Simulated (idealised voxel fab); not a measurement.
process module | voxel self aligned vias
cross-section cut | 185 nm wide | cells 5 nm
A cross-section is a grid of square cells, given in bands from the top down. A band is one or more rows of cells.
Each band's line starts with the height of the band's top and of its bottom, in nm. Then come its materials from left to right, each with its width in nm. One material with "throughout" fills the band from edge to edge. "air" is empty space.
Height 0 is the level under which the wafer as received is all one material. The lowest band goes on downwards, as in "0 down".
A width such as "30 to 40" changes by the same amount from each row of cells to the next, from the band's top row to its bottom row.
"no change" after a step means that no cell of the cross-section changed.
closed voids: empty space of 8 cells or more with no open way to the top, each as width x height at its distance from the left edge, in nm
after a step's settings: what the simulator itself notes on the step
overlay nm, on a step with a mask: how far to the right of its planned place the mask lay; to the left if negative
plan
1 op RECEIVE | material Si
2 op CONFORMAL_DEP | material SiO2 | thk nm 15
3 op CONFORMAL_DEP | material SiCN | thk nm 5
4 op DIRECTIONAL_DEP | material SiO2 | thk nm 30
5 op DIRECTIONAL_DEP | material aC | thk nm 10
6 op PATTERN | tone open | mask id LINES | material resist | width nm 25 | pitch nm 50 | thk nm 25 | overlay nm 0
7 op DIRECTIONAL_ETCH | etch materials aC | depth nm 10
8 op STRIP | etch materials resist
9 op DIRECTIONAL_ETCH | etch materials SiO2 | depth nm 30
10 op STRIP | etch materials aC
11 op CONFORMAL_DEP | material TiN | thk nm 5
12 op FILL_DEP | material W | thk nm 5
13 op CMP | height nm 50
14 op SELECTIVE_ETCH | etch materials W Ru TiN | depth nm 5
15 op FILL_DEP | material SiN | thk nm 10
16 op CMP | height nm 50
17 op DIRECTIONAL_DEP | material SiO2 | thk nm 15
18 op MASKED_ETCH | tone open | mask id VIAS | width nm 35 | etch materials SiO2 | depth nm 15 | overlay nm 0
19 op MASKED_ETCH | tone open | mask id VIAS | width nm 35 | etch materials SiN | depth nm 5 | overlay nm 0
20 op CONFORMAL_DEP | material TiN | thk nm 5
21 op FILL_DEP | material Cu | thk nm 10
22 op CMP | height nm 65
23 op CONFORMAL_DEP | material SiCN | thk nm 5
as received, after step 1
  0 down: Si throughout
  closed voids: none
a wafer at the end: this start, this plan, one mistake
  70 to 65: SiCN throughout
  65 to 55: SiO2 50 | TiN 5 | Cu 25 | TiN 5 | SiO2 100
  55 to 50: SiO2 50 | TiN 10 | Cu 15 | TiN 10 | SiO2 100
  50 to 45: SiO2 55 | TiN 25 | SiO2 25 | SiN 25 | SiO2 55
  45 to 40: SiO2 55 | TiN 5 | W 15 | TiN 5 | SiO2 25 | TiN 5 | W 15 | TiN 5 | SiO2 55
  40 to 35: SiO2 55 | TiN 25 | SiO2 25 | TiN 25 | SiO2 55
  35 to 30: SiCN throughout
  30 to 0: SiO2 throughout
  0 down: Si throughout
  closed voids: none
what went wrong: step 2 was run twice
